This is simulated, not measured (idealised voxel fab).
process module | voxel self aligned vias
The figure presents cross-section cut, which has a width of 245 nm and is divided into square cells with an edge length of 5 nm.
Cross-sections here: square-cell grids, written as top-down lists of bands, a band being one or more rows of cells.
What a band's entry tells you: where the top is and where the bottom is, as heights in nm, and after that what lies inside, material by material from left to right, each with its width in nm. Empty space is written as the word "blank", and a single material marked with the word "edge to edge" occupies the band from edge to edge.
A quick word on heights: they are counted from 0, and under that level the wafer as it came to us is one material throughout. The lowest band is different from the rest in having no bottom; it simply continues downward, written as in "from 0 down".
Width "30->40": first value at the band's top row of cells, second value at its bottom row, equal change from row to row.
No cell of the cross-section changed in a step that is given as "remained unchanged".
Enclosed voids (no open way to top), threshold 8 cells or more, entry "Sealed void inventory", notation width x height at distance, distance from left edge, nm.
Heads up: the bit after the settings on a step's line is the simulator's remark on that step.
The optional step-line setting "overlay nm" applies to steps with a mask and quantifies how far to the right of its planned location the mask lay, a negative value indicating leftward placement.
# The planned process steps are enumerated hereunder
step 1: RECEIVE: material Si
step 2: CONFORMAL_DEP: material SiO2, thk nm 15
step 3: CONFORMAL_DEP: material SiCN, thk nm 5
step 4: DIRECTIONAL_DEP: material lowk, thk nm 20
step 5: DIRECTIONAL_DEP: material aC, thk nm 10
step 6: PATTERN: tone open, mask id LINES, material resist, width nm 30, pitch nm 70, thk nm 30, overlay nm 0
step 7: DIRECTIONAL_ETCH: etch materials aC, depth nm 10
step 8: STRIP: etch materials resist
step 9: DIRECTIONAL_ETCH: etch materials lowk, depth nm 20
step 10: STRIP: etch materials aC
step 11: CONFORMAL_DEP: material TiN, thk nm 5
step 12: FILL_DEP: material W, thk nm 10
step 13: CMP: height nm 40
step 14: SELECTIVE_ETCH: etch materials W Ru TiN, depth nm 10
step 15: FILL_DEP: material SiN, thk nm 10
step 16: CMP: height nm 40
step 17: DIRECTIONAL_DEP: material lowk, thk nm 20
step 18: PATTERN: tone open, mask id VIAS, material resist, width nm 40, pitch nm 70, thk nm 15, overlay nm 0
step 19: DIRECTIONAL_ETCH: etch materials lowk, depth nm 20
step 20: DIRECTIONAL_ETCH: etch materials SiN, depth nm 10
step 21: STRIP: etch materials resist
step 22: CONFORMAL_DEP: material TiN, thk nm 5
step 23: FILL_DEP: material Ru, thk nm 10
step 24: CMP: height nm 60
step 25: CONFORMAL_DEP: material SiCN, thk nm 5
# Incoming wafer in cross-section (state: after step 1)
from 0 down: Si edge to edge
Sealed void inventory: none
# Here's the cross-section of the first of our two wafers at the end of the module - it ran as planned
from 65 to 60: SiCN edge to edge
from 60 to 45: 30 nm lowk, 5 nm TiN, 30 nm Ru, 5 nm TiN, 30 nm lowk, 5 nm TiN, 30 nm Ru, 5 nm TiN, 30 nm lowk, 5 nm TiN, 30 nm Ru, 5 nm TiN, 35 nm lowk
from 45 to 35: 30->35 nm lowk, 10->5 nm TiN, 20 nm Ru, 10->5 nm TiN, 30->40 nm lowk, 10->5 nm TiN, 20 nm Ru, 10->5 nm TiN, 30->40 nm lowk, 10->5 nm TiN, 20 nm Ru, 10->5 nm TiN, 35->40 nm lowk
from 35 to 30: 35 nm lowk, 30 nm TiN, 40 nm lowk, 30 nm TiN, 40 nm lowk, 30 nm TiN, 40 nm lowk
from 30 to 25: 35 nm lowk, 5 nm TiN, 20 nm W, 5 nm TiN, 40 nm lowk, 5 nm TiN, 20 nm W, 5 nm TiN, 40 nm lowk, 5 nm TiN, 20 nm W, 5 nm TiN, 40 nm lowk
from 25 to 20: 35 nm lowk, 30 nm TiN, 40 nm lowk, 30 nm TiN, 40 nm lowk, 30 nm TiN, 40 nm lowk
from 20 to 15: SiCN edge to edge
from 15 to 0: SiO2 edge to edge
from 0 down: Si edge to edge
Sealed void inventory: none
# Cross-section, wafer two of two, end of module: same start and plan as wafer one, one error in execution
from 65 to 60: SiCN edge to edge
from 60 to 45: 30 nm lowk, 5 nm W, 30 nm Ru, 5 nm W, 30 nm lowk, 5 nm W, 30 nm Ru, 5 nm W, 30 nm lowk, 5 nm W, 30 nm Ru, 5 nm W, 35 nm lowk
from 45 to 35: 30->35 nm lowk, 10->5 nm W, 20 nm Ru, 10->5 nm W, 30->40 nm lowk, 10->5 nm W, 20 nm Ru, 10->5 nm W, 30->40 nm lowk, 10->5 nm W, 20 nm Ru, 10->5 nm W, 35->40 nm lowk
from 35 to 30: 35 nm lowk, 30 nm W, 40 nm lowk, 30 nm W, 40 nm lowk, 30 nm W, 40 nm lowk
from 30 to 25: 35 nm lowk, 5 nm TiN, 20 nm W, 5 nm TiN, 40 nm lowk, 5 nm TiN, 20 nm W, 5 nm TiN, 40 nm lowk, 5 nm TiN, 20 nm W, 5 nm TiN, 40 nm lowk
from 25 to 20: 35 nm lowk, 30 nm TiN, 40 nm lowk, 30 nm TiN, 40 nm lowk, 30 nm TiN, 40 nm lowk
from 20 to 15: SiCN edge to edge
from 15 to 0: SiO2 edge to edge
from 0 down: Si edge to edge
Sealed void inventory: none
Run error: step 22 ran with different settings than intended, the actual operation and settings being CONFORMAL_DEP: material W, thk nm 5
Bottom line after processing is that, in cells, the second wafer is up or down on some materials versus the first: 54 fewer of TiN | 54 more of W
